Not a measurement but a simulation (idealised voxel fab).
process module | voxel ribs on slabs
cross-section cut | 155 nm wide | cells 5 nm
A cross-section is a grid of square cells, given in bands from the top down. A band is one or more rows of cells.
Each band's line starts with the height of the band's top and of its bottom, in nm. Then come its materials from left to right, each with its width in nm. One material with "throughout" fills the band from edge to edge. "air" is empty space.
Height 0 is the level under which the wafer as received is all one material. The lowest band goes on downwards, as in "0 down".
A width such as "30 to 40" changes by the same amount from each row of cells to the next, from the band's top row to its bottom row.
"no change" after a step means that no cell of the cross-section changed.
closed voids: empty space of 8 cells or more with no open way to the top, each as width x height at its distance from the left edge, in nm
after a step's settings: what the simulator itself notes on the step
overlay nm, on a step with a mask: how far to the right of its planned place the mask lay; to the left if negative
plan
1 op RECEIVE | material Si
2 op DIRECTIONAL_DEP | material SiO2 | thk nm 20
3 op DIRECTIONAL_DEP | material SiN | thk nm 20
4 op PATTERN | tone cover | mask id RIB | material resist | width nm 15 | thk nm 15 | overlay nm 0
5 op DIRECTIONAL_ETCH | etch materials SiN | depth nm 10
6 op STRIP | etch materials resist
7 op MASKED_ETCH | tone cover | mask id SLAB | width nm 75 | etch materials SiN | depth nm 10 | overlay nm 0
8 op FILL_DEP | material SiO2 | thk nm 25
9 op CMP | height nm 60
10 op DIRECTIONAL_DEP | material TiN | thk nm 5
11 op PATTERN | tone cover | mask id HEATER | material resist | width nm 25 | thk nm 20 | overlay nm 0
12 op DIRECTIONAL_ETCH | etch materials TiN | depth nm 5
13 op STRIP | etch materials resist
14 op CONFORMAL_DEP | material SiN | thk nm 10
first wafer, as planned
as received, after step 1
  0 down: Si throughout
  closed voids: none
after step 2
  20 to 0: SiO2 throughout
  below 0: unchanged
after step 3
  40 to 20: SiN throughout
  below 20: unchanged
after step 4
  55 to 40: air 70 | resist 15 | air 70
  below 40: unchanged
after step 5
  55 to 40: air 70 | resist 15 | air 70
  40 to 30: air 70 | SiN 15 | air 70
  below 30: unchanged
after step 6
  40 to 30: air 70 | SiN 15 | air 70
  below 30: unchanged
after step 7
  40 to 30: air 70 | SiN 15 | air 70
  30 to 20: air 40 | SiN 75 | air 40
  below 20: unchanged
after step 8
  65 to 40: SiO2 throughout
  40 to 30: SiO2 70 | SiN 15 | SiO2 70
  30 to 20: SiO2 40 | SiN 75 | SiO2 40
  below 20: unchanged
after step 9
  60 to 40: SiO2 throughout
  below 40: unchanged
after step 10
  65 to 60: TiN throughout
  below 60: unchanged
after step 11
  85 to 65: air 65 | resist 25 | air 65
  below 65: unchanged
after step 12
  85 to 65: air 65 | resist 25 | air 65
  65 to 60: air 65 | TiN 25 | air 65
  below 60: unchanged
after step 13
  65 to 60: air 65 | TiN 25 | air 65
  below 60: unchanged
after step 14
  75 to 70: air 55 | SiN 45 | air 55
  70 to 65: SiN throughout
  65 to 60: SiN 65 | TiN 25 | SiN 65
  below 60: unchanged
second wafer: like start, like plan, one mistake. Through step 6 it matches the first wafer
when step 7 should have ended
  40 to 30: air 70 | SiN 15 | air 70
  30 to 20: air 45 | SiN 75 | air 35
  below 20: unchanged
when step 8 should have ended
  65 to 40: SiO2 throughout
  40 to 30: SiO2 70 | SiN 15 | SiO2 70
  30 to 20: SiO2 45 | SiN 75 | SiO2 35
  below 20: unchanged
when step 9 should have ended
  60 to 40: SiO2 throughout
  below 40: unchanged
when step 10 should have ended
  65 to 60: TiN throughout
  below 60: unchanged
when step 11 should have ended
  85 to 65: air 65 | resist 25 | air 65
  below 65: unchanged
when step 12 should have ended
  85 to 65: air 65 | resist 25 | air 65
  65 to 60: air 65 | TiN 25 | air 65
  below 60: unchanged
when step 13 should have ended
  65 to 60: air 65 | TiN 25 | air 65
  below 60: unchanged
when step 14 should have ended
  75 to 70: air 55 | SiN 45 | air 55
  70 to 65: SiN throughout
  65 to 60: SiN 65 | TiN 25 | SiN 65
  below 60: unchanged
what went wrong: step 7 ran as: op MASKED_ETCH | tone cover | mask id SLAB | width nm 75 | etch materials SiN | depth nm 10 | overlay nm 5
at the end the second wafer has, in cells: as many of each material as the first, in other places
